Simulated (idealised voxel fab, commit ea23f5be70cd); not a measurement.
The process module presented herein is designated voxel ribs on slabs.
cross-section cut | 290 nm wide | cells 5 nm
Cross-section layout: square cells on a grid; listed as bands, top to bottom; a band spans one or more cell rows. The entry gives the band's vertical extent as a top height and a bottom height in nm, then its horizontal make-up as materials from left to right, each with a width in nm. "empty" stands for empty space; a single material marked "everywhere" fills the band edge to edge. A quick word on heights: they are counted from 0, and under that level the wafer as it came to us is one material throughout. The lowest band is different from the rest in having no bottom; it simply continues downward, written as in "0 nm and below". Quick explanation for "30 to 40": the width changes in equal steps down the rows of cells, from the first number in the band's top row to the second number in its bottom row. Reading "all unchanged" for a step: not a cell of the cross-section changed in it. What "Internal closed voids" gives you is every empty space of 8 cells or more that is cut off from the top. Each appears as width x height at distance, with the distance taken from the left edge and width, height and distance all in nm. If you see something after the settings on a step's line, that's the simulator's own remark about that step. overlay nm: how far to the right of its planned place the mask lay on this masked step (negative: to the left).

Steps in the process plan:
1) RECEIVE, material Si
2) DIRECTIONAL_DEP, material SiO2, thk nm 30
3) DIRECTIONAL_DEP, material SiN, thk nm 15
4) MASKED_ETCH, tone cover, mask id RIB, width nm 25, etch materials SiN, depth nm 10, overlay nm 0
5) MASKED_ETCH, tone cover, mask id SLAB, width nm 65, etch materials SiN, depth nm 5, overlay nm 0
6) FILL_DEP, material SiO2, thk nm 15
7) CMP, height nm 55
8) DIRECTIONAL_DEP, material TiN, thk nm 10
9) DIRECTIONAL_DEP, material aC, thk nm 10
10) PATTERN, tone cover, mask id HEATER, material resist, width nm 35, thk nm 25, overlay nm 0
11) DIRECTIONAL_ETCH, etch materials aC, depth nm 10
12) STRIP, etch materials resist
13) DIRECTIONAL_ETCH, etch materials TiN, depth nm 10
14) STRIP, etch materials aC
15) CONFORMAL_DEP, material SiO2, thk nm 5

The cross-section here shows the wafer as received, i.e. in its state after step 1:
  0 nm and below: Si everywhere
  Internal closed voids: none

Cross-section: first of two wafers, module finished, run according to plan:
  70 nm to 65 nm: 120 empty; 45 SiO2; 125 empty
  65 nm to 60 nm: 120 empty; 5 SiO2; 35 TiN; 5 SiO2; 125 empty
  60 nm to 55 nm: 125 SiO2; 35 TiN; 130 SiO2
  55 nm to 45 nm: SiO2 everywhere
  45 nm to 35 nm: 130 SiO2; 25 SiN; 135 SiO2
  35 nm to 30 nm: 110 SiO2; 65 SiN; 115 SiO2
  30 nm to 0 nm: SiO2 everywhere
  0 nm and below: Si everywhere
  Internal closed voids: none

Wafer two cross-section, module end. Start and plan unchanged from wafer one; one mistake made during the run:
  65 nm to 55 nm: 125 empty; 35 TiN; 130 empty
  55 nm to 45 nm: SiO2 everywhere
  45 nm to 35 nm: 130 SiO2; 25 SiN; 135 SiO2
  35 nm to 30 nm: 110 SiO2; 65 SiN; 115 SiO2
  30 nm to 0 nm: SiO2 everywhere
  0 nm and below: Si everywhere
  Internal closed voids: none
The plan and the run diverged here: the plan's step 15 went unexecuted, having been skipped
Final comparison by cell count, materials where the second wafer has more or fewer than the first: SiO2 -62
